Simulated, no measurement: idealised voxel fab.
Process module, titled voxel capacitor over wiring
For reference, the cross-section in this document is cut, with width 265 nm and square cells of 5 nm.
The cross-sections in this document take the form of a grid made of square cells. They are written out as bands, in order from top to bottom. Each band consists of one or more rows of cells. Heads up on the band format: heights come first, top then bottom, in nm. After that it's the materials left to right, each with its width in nm. A single material flagged "throughout" fills the whole band edge to edge, and "blank" means there's empty space there. Zero point of the height axis is 0; under it, received wafer = one material. Lowest band: continues down indefinitely, "top 0, no bottom". The two numbers in a width such as "30 to 40" mark its ends across the band: the first belongs to the top row of cells, the second to the bottom row, and from each row to the next the width moves by the same amount. Step note "nothing different" = no cross-section cell changed. You'll see "Sealed voids" listing empty spaces that have no way open to the top, as long as they're 8 cells or more; the notation is width x height at distance, where the distance is from the left edge, and all of it is in nm. Note: text after step settings on the step line = simulator remark on that step. For masked steps, "overlay nm" on the step line gives how far right of plan the mask actually lay; a minus sign means it lay to the left.

Steps in the process plan:
1. RECEIVE | material Si
2. CONFORMAL_DEP | material SiO2 | thk nm 15
3. DIRECTIONAL_DEP | material TiN | thk nm 5
4. DIRECTIONAL_DEP | material W | thk nm 15
5. PATTERN | tone cover | mask id METAL_1 | material resist | width nm 25 | pitch nm 80 | thk nm 15 | overlay nm 0
6. DIRECTIONAL_ETCH | etch materials W | depth nm 15
7. DIRECTIONAL_ETCH | etch materials TiN | depth nm 5
8. STRIP | etch materials resist
9. CONFORMAL_DEP | material SiCN | thk nm 5
10. FILL_DEP | material lowk | thk nm 5
11. CMP | height nm 35
12. CONFORMAL_DEP | material SiCN | thk nm 5
13. DIRECTIONAL_DEP | material lowk | thk nm 20
14. PATTERN | tone open | mask id PLUG_1 | material resist | width nm 15 | thk nm 15 | overlay nm 0
15. DIRECTIONAL_ETCH | etch materials lowk | depth nm 20
16. DIRECTIONAL_ETCH | etch materials SiCN | depth nm 5
17. STRIP | etch materials resist
18. CONFORMAL_DEP | material TiN | thk nm 5
19. FILL_DEP | material W | thk nm 5
20. CMP | height nm 60
21. DIRECTIONAL_DEP | material TiN | thk nm 5
22. DIRECTIONAL_DEP | material HfO2 | thk nm 5
23. DIRECTIONAL_DEP | material TiN | thk nm 5
24. PATTERN | tone cover | mask id UPPER_PLATE | material resist | width nm 60 | thk nm 15 | overlay nm 0
25. DIRECTIONAL_ETCH | etch materials TiN | depth nm 5
26. DIRECTIONAL_ETCH | etch materials HfO2 | depth nm 5
27. STRIP | etch materials resist
28. PATTERN | tone cover | mask id LOWER_PLATE | material resist | width nm 70 | thk nm 15 | overlay nm 0
29. DIRECTIONAL_ETCH | etch materials TiN | depth nm 5
30. STRIP | etch materials resist
31. FILL_DEP | material SiO2 | thk nm 15
32. CMP | height nm 85
33. DIRECTIONAL_DEP | material aC | thk nm 10
34. PATTERN | tone open | mask id PLUG_2 | material resist | width nm 15 | thk nm 30 | overlay nm 0
35. DIRECTIONAL_ETCH | etch materials aC | depth nm 10
36. STRIP | etch materials resist
37. DIRECTIONAL_ETCH | etch materials SiO2 | depth nm 10
38. STRIP | etch materials aC
39. CONFORMAL_DEP | material TiN | thk nm 5
40. FILL_DEP | material Ru | thk nm 10
41. CMP | height nm 85
42. CONFORMAL_DEP | material SiCN | thk nm 5
Wafer-to-wafer difference: width nm, step 14. Common start. Plan = first wafer's value.

Cut through the first of several wafers as received, post step 1:
  top 0, no bottom | Si throughout
  Sealed voids: none

Below: a row per wafer. Contents at end of module: for every material, cells gained since receipt (+) or lost since receipt (-); then closed voids:
width nm 15; +12 HfO2; +1 Ru; +158 SiCN; +380 SiO2; +52 TiN; +34 W; +317 lowk; Sealed voids: none
width nm 20; +12 HfO2; +1 Ru; +157 SiCN; +380 SiO2; +53 TiN; +38 W; +313 lowk; Sealed voids: none
width nm 25; +12 HfO2; +1 Ru; +156 SiCN; +380 SiO2; +54 TiN; +42 W; +309 lowk; Sealed voids: none
width nm 30; +12 HfO2; +1 Ru; +155 SiCN; +380 SiO2; +55 TiN; +46 W; +305 lowk; Sealed voids: none
